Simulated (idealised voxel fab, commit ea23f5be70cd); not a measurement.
The following is a process module called voxel gate over fins.
185 nm wide, 5 nm square cells: that's cross-section cut.
How to read a cross-section here: the picture is a grid of square cells, written as bands going from the top down, and any band can span one or more rows of cells. It is stipulated that each band's entry specify, in nanometres, the height of the top of the band and then that of its bottom, followed by the materials of the band in left-to-right sequence, each together with its width in nanometres. A single material marked by the word "all across" is understood to fill the band from edge to edge; the word "blank" is understood to denote empty space. Where do heights start? At 0: under that level the wafer as delivered is made of one material only. And the lowest band has no floor; it just carries on downward, as in "0 and below". The notation "30->40" denotes a width that varies across the rows of cells in the band, beginning at the first number in the top row, finishing at the second number in the bottom row, and changing by an identical amount from each row to the next. It should be understood that the words "no alteration", when stated for a given step, signify that the cross-section underwent no change in any of its cells during that step. Heads up: "Unvented cavities" only lists the empty pockets with no open path to the top that are 8 cells or more, and it writes them as width x height at distance, distance from the left edge, in nm. Anything after a step's settings on that line? It's the simulator's own note about the step. overlay nm: step with mask; distance mask lay right of planned place; negative value = left of planned place.
## plan
1 RECEIVE: material Si
2 CONFORMAL_DEP: material SiN, thk nm 10
3 PATTERN: tone cover, mask id FINS, material resist, width nm 15, pitch nm 45, thk nm 15, overlay nm 0
4 DIRECTIONAL_ETCH: etch materials SiN, depth nm 10
5 DIRECTIONAL_ETCH: etch materials Si, depth nm 35
6 STRIP: etch materials resist
7 OXIDIZE: depth nm 5
8 FILL_DEP: material SiO2, thk nm 5
9 CMP: height nm 10
10 SELECTIVE_ETCH: etch materials SiO2, depth nm 25
11 STRIP: etch materials SiN
12 CONFORMAL_DEP: material HfO2, thk nm 5
13 CONFORMAL_DEP: material TiN, thk nm 5
14 FILL_DEP: material W, thk nm 10
15 CMP: height nm 15
16 CONFORMAL_DEP: material SiCN, thk nm 5
## The cross-section here shows the wafer as received, i.e. in its state after step 1
* 0 and below | Si all across
* Unvented cavities: none
## The following cross-section depicts the wafer upon conclusion of the module. Processing commenced from the starting condition illustrated above and adhered to the plan illustrated above, save for one mistake in execution
* 20 down to 15 | SiCN all across
* 15 down to 10 | W 50 nm | TiN 5 nm | HfO2 25 nm | TiN 5 nm | W 10 nm | TiN 5 nm | HfO2 25 nm | TiN 5 nm | W 55 nm
* 10 down to 0 | W 50 nm | TiN 5 nm | HfO2 5 nm | SiN 15 nm | HfO2 5 nm | TiN 5 nm | W 10 nm | TiN 5 nm | HfO2 5 nm | SiN 15 nm | HfO2 5 nm | TiN 5 nm | W 55 nm
* 0 down to -10 | W 50 nm | TiN 5->10 nm | HfO2 10->5 nm | Si 5 nm | HfO2 10->5 nm | TiN 5->10 nm | W 10 nm | TiN 5->10 nm | HfO2 10->5 nm | Si 5 nm | HfO2 10->5 nm | TiN 5->10 nm | W 55 nm
* -10 down to -15 | W 55 nm | TiN 5 nm | HfO2 5 nm | Si 5 nm | HfO2 5 nm | TiN 5 nm | W 20 nm | TiN 5 nm | HfO2 5 nm | Si 5 nm | HfO2 5 nm | TiN 5 nm | W 60 nm
* -15 down to -25 | W 55 nm | TiN 5 nm | HfO2 5 nm | Si 5 nm | HfO2 5 nm | TiN 5 nm | W 5 nm | blank 10 nm | W 5 nm | TiN 5 nm | HfO2 5 nm | Si 5 nm | HfO2 5 nm | TiN 5 nm | W 60 nm
* -25 down to -30 | W 55 nm | TiN 5 nm | HfO2 5 nm | Si 5 nm | HfO2 5 nm | TiN 5 nm | W 20 nm | TiN 5 nm | HfO2 5 nm | Si 5 nm | HfO2 5 nm | TiN 5 nm | W 60 nm
* -30 down to -35 | TiN 60 nm | HfO2 5 nm | Si 5 nm | HfO2 5 nm | TiN 30 nm | HfO2 5 nm | Si 5 nm | HfO2 5 nm | TiN 65 nm
* -35 down to -40 | HfO2 65 nm | Si 5 nm | HfO2 40 nm | Si 5 nm | HfO2 70 nm
* -40 and below | Si all across
* Unvented cavities: none
What broke from the plan during processing? step 11: run off-plan, actual operation and settings STRIP: etch materials SiO2
